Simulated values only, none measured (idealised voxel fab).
Process module under the name voxel self aligned contacts
Shown is cross-section cut, with a width of 200 nm and square cells of size 5 nm.
This document writes a cross-section as a grid whose cells are square, and gives it as bands, listed from the top down; one or more rows of cells form a band. In this notation a band is specified by the heights of its top and bottom, in that order and in nm, after which its materials appear from left to right, each paired with its width in nm. The word "edge to edge" attached to a single material means that material fills the band from edge to edge; the word "blank" stands for empty space. Ref level 0: as-received wafer is one material below here. Bottom band extends down with no lower bound ("0 nm and below"). It should be noted that a width expressed as "30->40" varies in equal increments from row to row of cells within the band, taking the value of the first number at the top row and that of the second number at the bottom row. For the purposes of this document, the phrase "no alteration" attached to a step denotes that no cell within the cross-section was modified by that step. "Internal closed voids" lists enclosed empty spaces (at least 8 cells, no open path upward to the top), each as width x height at distance from the left edge, in nm. Read whatever lies past the settings on a step's line as the simulator's own remark about the step. What "overlay nm" on a step's line means: if the step has a mask, that mask lay this far to the right of its planned place, or, when the value is negative, to the left.
[The planned process steps are enumerated hereunder]
1,RECEIVE [material Si]
2,OXIDIZE [depth nm 5]
3,DIRECTIONAL_DEP [material polySi] [thk nm 30]
4,DIRECTIONAL_DEP [material SiN] [thk nm 20]
5,MASKED_ETCH [tone cover] [mask id GATE] [width nm 30] [pitch nm 65] [etch materials SiN] [depth nm 20] [overlay nm 0]
6,MASKED_ETCH [tone cover] [mask id GATE] [width nm 30] [pitch nm 65] [etch materials polySi] [depth nm 30] [overlay nm 0]
7,CONFORMAL_DEP [material SiN] [thk nm 10]
8,DIRECTIONAL_ETCH [etch materials SiN] [depth nm 10]
9,FILL_DEP [material SiO2] [thk nm 20]
10,CMP [height nm 60]
11,PATTERN [tone open] [mask id CONTACT] [material resist] [width nm 45] [thk nm 20] [overlay nm 0]
12,DIRECTIONAL_ETCH [etch materials SiO2] [depth nm 65]
13,STRIP [etch materials resist]
14,CONFORMAL_DEP [material TiN] [thk nm 5]
15,FILL_DEP [material W] [thk nm 10]
16,CMP [height nm 60]
17,CONFORMAL_DEP [material SiN] [thk nm 5]
[Cross-section of the wafer upon arrival, representing the state reached after step 1]
	0 nm and below  Si edge to edge
	Internal closed voids: none
[The following cross-section depicts the wafer upon conclusion of the module. Processing commenced from the starting condition illustrated above and adhered to the plan illustrated above, save for one mistake in execution]
	65 nm to 60 nm  SiN edge to edge
	60 nm to 50 nm  SiO2 (75) | TiN (5->10) | W (35->5) | TiN (5->30) | SiO2 (80)
	50 nm to 35 nm  SiO2 (30) | SiN (50) | TiN (5) | W (5) | TiN (5) | SiN (50) | SiO2 (55)
	35 nm to 30 nm  SiO2 (30) | SiN (50) | TiN (15) | SiN (50) | SiO2 (55)
	30 nm to 0 nm  SiO2 (30) | SiN (10) | polySi (40) | SiN (10) | TiN (5) | SiN (10) | polySi (40) | SiN (10) | SiO2 (45)
	0 nm to -5 nm  SiO2 (90) | TiN (5) | SiO2 (105)
	-5 nm and below  Si edge to edge
	Internal closed voids: none
Processing error: rather than as planned, step 5 actually ran as MASKED_ETCH [tone cover] [mask id GATE] [width nm 30] [pitch nm 65] [etch materials SiN] [depth nm 20] [overlay nm -10]
